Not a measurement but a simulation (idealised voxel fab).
The following process module bears the name voxel double patterning.
For reference, the cross-section in this document is cut, with width 260 nm and square cells of 5 nm.
A cross-section is written here as square cells arranged in a grid, and it is given in bands from the top down, each band taking up one or more rows of cells. Look at the band entry: it leads with the top's height and the bottom's height in nm. Then it lists the materials left to right, with a width in nm for each. The word "everywhere" on a single material says that material fills the band edge to edge. The word "air" is empty space. Heads up on the height convention: 0 is the point under which the incoming wafer is all one material, and the lowest band has no bottom, it just keeps going down, like "0 nm and below". Width spec "30->40" -> top row of cells at first value, bottom row at second value, equal per-row change in between. No cell of the cross-section changed in a step that is given as "nothing got changed". "Sealed internal voids" specifies each empty space that is not open to the top and that occupies no fewer than 8 cells, using the form width x height at distance, the distance measured from the left edge and all three quantities in nm. Step line, after settings: the simulator's comment on this step. "overlay nm" on a masked step: distance the mask lay right of its planned place, negative for left.

Process steps - plan
1) RECEIVE, material Si
2) CONFORMAL_DEP, material SiO2, thk nm 10
3) DIRECTIONAL_DEP, material TiN, thk nm 15
4) DIRECTIONAL_DEP, material SiCN, thk nm 5
5) MASKED_ETCH, tone open, mask id FIRST, width nm 15, pitch nm 50, etch materials SiCN, depth nm 5, overlay nm 0
6) DIRECTIONAL_DEP, material aC, thk nm 15
7) PATTERN, tone open, mask id SECOND, material resist, width nm 15, pitch nm 50, thk nm 35, overlay nm 0
8) DIRECTIONAL_ETCH, etch materials aC, depth nm 15
9) STRIP, etch materials resist
10) DIRECTIONAL_ETCH, etch materials SiCN, depth nm 5
11) STRIP, etch materials aC
12) DIRECTIONAL_ETCH, etch materials TiN, depth nm 15
13) STRIP, etch materials SiCN

Cross-sectional view of the wafer in its as-received condition, corresponding to the state after step 1
0 nm and below = Si everywhere
Sealed internal voids: none

Module complete, cross-section. Starting point and plan per above. One mistake made in running the module
15 nm to 0 nm = TiN=70, then air=15, then TiN=10, then air=15, then TiN=10, then air=15, then TiN=10, then air=15, then TiN=10, then air=15, then TiN=75
0 nm and below = Si everywhere
Sealed internal voids: none
Here's what went sideways: the plan's step 2 went unexecuted, having been skipped
